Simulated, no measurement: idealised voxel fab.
Process module name: voxel released beams
The cross-section shown here is cut; it is 170 nm wide and divided into square cells measuring 5 nm on a side.
When this document writes out a cross-section, it uses a grid of square cells and lists it as bands, beginning at the top and moving down, with a band standing for one or more rows of cells.
Band entry format. Leading values: height of top, height of bottom, nm. Remainder: materials in left-to-right order, each with its width in nm. Special words: "all across" on a single material, which then fills the band edge to edge; "blank", empty space.
Where do heights start? At 0: under that level the wafer as delivered is made of one material only. And the lowest band has no floor; it just carries on downward, as in "from 0 down".
With a width like "30..40", each row of cells in the band differs from the next by the same amount, the top row carrying the first number and the bottom row the second.
Step note "nothing was modified" = no cross-section cell changed.
Under "Trapped voids" you'll find the enclosed gaps, the ones with no way out to the top, that are 8 cells or bigger; each reads width x height at distance, with distance counted from the left edge, everything in nm.
Whatever follows a step's settings on its line is a remark the simulator itself makes about that step.
Among the settings permitted on a step's line is "overlay nm"; applied to a step with a mask, it specifies the extent to which the mask lay to the right of its planned position, whereas a negative figure signifies a position to the left.

## Here's what the planned process steps look like
step 1: RECEIVE,material Si
step 2: CONFORMAL_DEP,material SiN,thk nm 5
step 3: DIRECTIONAL_DEP,material SiO2,thk nm 10
step 4: DIRECTIONAL_DEP,material aC,thk nm 10
step 5: PATTERN,tone open,mask id ANCHOR,material resist,width nm 25,thk nm 25,overlay nm 0
step 6: DIRECTIONAL_ETCH,etch materials aC,depth nm 10
step 7: STRIP,etch materials resist
step 8: DIRECTIONAL_ETCH,etch materials SiO2,depth nm 10
step 9: STRIP,etch materials aC
step 10: CONFORMAL_DEP,material TiN,thk nm 10
step 11: DIRECTIONAL_DEP,material aC,thk nm 15
step 12: PATTERN,tone cover,mask id BEAM,material resist,width nm 85,thk nm 35,overlay nm 0
step 13: DIRECTIONAL_ETCH,etch materials aC,depth nm 15
step 14: STRIP,etch materials resist
step 15: DIRECTIONAL_ETCH,etch materials TiN,depth nm 10
step 16: STRIP,etch materials aC
step 17: STRIP,etch materials SiO2

## As received (post step 1): cross-section
    from 0 down  Si all across
    Trapped voids: none

## One mistake in running the module, otherwise start and plan as above: cross-section at the end
    from 25 to 15  50 nm blank, 5 nm TiN, 5 nm blank, 75 nm TiN, 35 nm blank
    from 15 to 5  45 nm blank, 25 nm TiN, 100 nm blank
    from 5 to 0  SiN all across
    from 0 down  Si all across
    Trapped voids: none
The plan and the run diverged here: step 12 was run on a setting that differed from the plan, and what really ran there is PATTERN,tone cover,mask id BEAM,material resist,width nm 85,thk nm 35,overlay nm 10
